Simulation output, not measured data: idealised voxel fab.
Herein follows the process module entitled voxel released beams.
Displayed cross-section: cut, width of 250 nm, square cells sized 5 nm.
Cross-section spec: square-cell grid; bands listed top down; each band is one or more rows.
What a band's entry tells you: where the top is and where the bottom is, as heights in nm, and after that what lies inside, material by material from left to right, each with its width in nm. Empty space is written as the word "air", and a single material marked with the word "all across" occupies the band from edge to edge.
Zero point of the height axis is 0; under it, received wafer = one material. Lowest band: continues down indefinitely, "0 -> down".
You'd read "30..40" like this: the band's top row of cells is as wide as the first number, its bottom row is as wide as the second, and going down, every row changes width by the same amount as the row before did.
Key: "stayed the same" - step with no changed cell in the cross-section.
What "Closed cavity list" gives you is every empty space of 8 cells or more that is cut off from the top. Each appears as width x height at distance, with the distance taken from the left edge and width, height and distance all in nm.
Post-settings text on a step line: simulator's own remark regarding the step.
overlay nm: on a step with a mask, how far right of its planned place the mask lay; negative means left.
[The steps planned for the process are as follows]
1) RECEIVE | material Si
2) CONFORMAL_DEP | material Al2O3 | thk nm 5
3) DIRECTIONAL_DEP | material SiO2 | thk nm 10
4) PATTERN | tone open | mask id ANCHOR | material resist | width nm 30 | thk nm 15 | overlay nm 0
5) DIRECTIONAL_ETCH | etch materials SiO2 | depth nm 10
6) STRIP | etch materials resist
7) CONFORMAL_DEP | material SiN | thk nm 10
8) PATTERN | tone cover | mask id BEAM | material resist | width nm 100 | thk nm 15 | overlay nm 0
9) DIRECTIONAL_ETCH | etch materials SiN | depth nm 10
10) STRIP | etch materials resist
11) STRIP | etch materials SiO2
[What follows covers the first of two wafers; it ran as planned]
[Received-state cross-section, reflecting completion of step 1]
	0 -> down  Si all across
	Closed cavity list: none
[Cross-sectional representation of the wafer at the conclusion of step 2]
	5 -> 0  Al2O3 all across
	Below 0 it's all the same as before, nothing changed down there.
[Cross-sectional representation of the wafer at the conclusion of step 3]
	15 -> 5  SiO2 all across
	Below 5 it's all the same as before, nothing changed down there.
[Cross-sectional representation of the wafer at the conclusion of step 4]
	30 -> 15  resist 75 nm | air 30 nm | resist 145 nm
	Below 15 it's all the same as before, nothing changed down there.
[Cross-sectional representation of the wafer at the conclusion of step 5]
	30 -> 15  resist 75 nm | air 30 nm | resist 145 nm
	15 -> 5  SiO2 75 nm | air 30 nm | SiO2 145 nm
	Below 5 it's all the same as before, nothing changed down there.
[Cross-sectional representation of the wafer at the conclusion of step 6]
	15 -> 5  SiO2 75 nm | air 30 nm | SiO2 145 nm
	Below 5 it's all the same as before, nothing changed down there.
[Cross-sectional representation of the wafer at the conclusion of step 7]
	25 -> 15  SiN 85 nm | air 10 nm | SiN 155 nm
	15 -> 5  SiO2 75 nm | SiN 30 nm | SiO2 145 nm
	Below 5 it's all the same as before, nothing changed down there.
[Cross-sectional representation of the wafer at the conclusion of step 8]
	40 -> 25  air 70 nm | resist 100 nm | air 80 nm
	25 -> 15  SiN 85 nm | resist 10 nm | SiN 155 nm
	Below 15 it's all the same as before, nothing changed down there.
[Cross-sectional representation of the wafer at the conclusion of step 9]
	40 -> 25  air 70 nm | resist 100 nm | air 80 nm
	25 -> 15  air 70 nm | SiN 15 nm | resist 10 nm | SiN 75 nm | air 80 nm
	Below 15 it's all the same as before, nothing changed down there.
[Cross-sectional representation of the wafer at the conclusion of step 10]
	25 -> 15  air 70 nm | SiN 15 nm | air 10 nm | SiN 75 nm | air 80 nm
	Below 15 it's all the same as before, nothing changed down there.
[Cross-sectional representation of the wafer at the conclusion of step 11]
	25 -> 15  air 70 nm | SiN 15 nm | air 10 nm | SiN 75 nm | air 80 nm
	15 -> 5  air 75 nm | SiN 30 nm | air 145 nm
	Below 5 it's all the same as before, nothing changed down there.
[Regarding the second of the two wafers: it shared the first wafer's starting condition and process plan, yet one error occurred during its execution. Its history coincides with that of the first wafer up to and including step 7]
[Second wafer, section view, time point: scheduled end of step 8]
	40 -> 25  air 75 nm | resist 90 nm | air 85 nm
	25 -> 15  SiN 85 nm | resist 10 nm | SiN 155 nm
	Below 15 it's all the same as before, nothing changed down there.
[Second wafer, section view, time point: scheduled end of step 9]
	40 -> 25  air 75 nm | resist 90 nm | air 85 nm
	25 -> 15  air 75 nm | SiN 10 nm | resist 10 nm | SiN 70 nm | air 85 nm
	Below 15 it's all the same as before, nothing changed down there.
[Second wafer, section view, time point: scheduled end of step 10]
	25 -> 15  air 75 nm | SiN 10 nm | air 10 nm | SiN 70 nm | air 85 nm
	Below 15 it's all the same as before, nothing changed down there.
[Second wafer, section view, time point: scheduled end of step 11]
	25 -> 15  air 75 nm | SiN 10 nm | air 10 nm | SiN 70 nm | air 85 nm
	15 -> 5  air 75 nm | SiN 30 nm | air 145 nm
	Below 5 it's all the same as before, nothing changed down there.
what went wrong: contrary to plan, step 8 was performed as PATTERN | tone cover | mask id BEAM | material resist | width nm 90 | thk nm 15 | overlay nm 0
Materials where the second wafer ends with more or fewer cells than the first: SiN: 4 fewer
